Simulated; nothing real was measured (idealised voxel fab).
Process module in this document: voxel gate over fins
The cross-section on display is named cut; it measures 240 nm wide, and its cells are 5 nm squares.
Format of a cross-section: grid, square cells. Given as bands. Order: top down. Band: one or more rows of cells. First you get the band's top height and its bottom height, in nm, and then the materials it's made of, left to right, with each width in nm. If you see a single material with "throughout", that one covers the band edge to edge. "blank" is empty space. Note: height 0 marks the level under which the wafer is uniformly one material as received. Lowest band unbounded below, written "z 0 and below". Top row gets the first number, bottom row gets the second, and each row in between changes by the same step: that is how a band width like "30 to 40" works. Key: "remains unaltered" - step with no changed cell in the cross-section. "Closed empty spaces" specifies each empty space that is not open to the top and that occupies no fewer than 8 cells, using the form width x height at distance, the distance measured from the left edge and all three quantities in nm. Heads up: the bit after the settings on a step's line is the simulator's remark on that step. overlay nm: how far to the right of its planned place the mask lay on this masked step (negative: to the left).
plan:
1,op RECEIVE | material Si
2,op CONFORMAL_DEP | material SiN | thk nm 5
3,op PATTERN | tone cover | mask id FINS | material resist | width nm 15 | pitch nm 60 | thk nm 20 | overlay nm 0
4,op DIRECTIONAL_ETCH | etch materials SiN | depth nm 5
5,op DIRECTIONAL_ETCH | etch materials Si | depth nm 35
6,op STRIP | etch materials resist
7,op OXIDIZE | depth nm 5
8,op FILL_DEP | material SiO2 | thk nm 15
9,op CMP | height nm 5
10,op MASKED_ETCH | tone open | mask id RAIL | width nm 15 | etch materials SiO2 | depth nm 35 | overlay nm -15
11,op CONFORMAL_DEP | material TiN | thk nm 5
12,op FILL_DEP | material W | thk nm 5
13,op CMP | height nm 5
14,op SELECTIVE_ETCH | etch materials W Ru TiN | depth nm 30
15,op FILL_DEP | material SiO2 | thk nm 5
16,op CMP | height nm 5
17,op SELECTIVE_ETCH | etch materials SiO2 | depth nm 20
18,op STRIP | etch materials SiN
19,op CONFORMAL_DEP | material HfO2 | thk nm 5
20,op CONFORMAL_DEP | material TiN | thk nm 5
21,op CONFORMAL_DEP | material TiAl | thk nm 5
22,op CONFORMAL_DEP | material TiN | thk nm 5
23,op FILL_DEP | material W | thk nm 15
24,op CMP | height nm 30
25,op CONFORMAL_DEP | material SiCN | thk nm 5
For clarity, it should be stated that the wafers under discussion commence in an identical condition and differ with respect to the overlay nm of step 10, the plan indicating the value that the first wafer had.
First of several wafers, received after step 1, in cross-section:
> z 0 and below  Si throughout
> Closed empty spaces: none
Where each wafer stands at the end of the module, a row apiece: cells of each material gained (+) or lost (-) since it was received, then closed voids:
overlay nm -15, +60 HfO2, -368 Si, +48 SiCN, +227 SiO2, +60 TiAl, +123 TiN, +186 W, Closed empty spaces: none
overlay nm -10, +60 HfO2, -368 Si, +48 SiCN, +227 SiO2, +60 TiAl, +123 TiN, +186 W, Closed empty spaces: none
overlay nm -5, +60 HfO2, -368 Si, +48 SiCN, +227 SiO2, +60 TiAl, +123 TiN, +186 W, Closed empty spaces: none
overlay nm 0, +60 HfO2, -368 Si, +48 SiCN, +227 SiO2, +60 TiAl, +123 TiN, +186 W, Closed empty spaces: none
overlay nm 5, +60 HfO2, -368 Si, +48 SiCN, +227 SiO2, +60 TiAl, +123 TiN, +186 W, Closed empty spaces: none
overlay nm 10, +60 HfO2, -368 Si, +48 SiCN, +227 SiO2, +60 TiAl, +123 TiN, +186 W, Closed empty spaces: none
overlay nm 15, +60 HfO2, -368 Si, +48 SiCN, +227 SiO2, +60 TiAl, +123 TiN, +186 W, Closed empty spaces: none
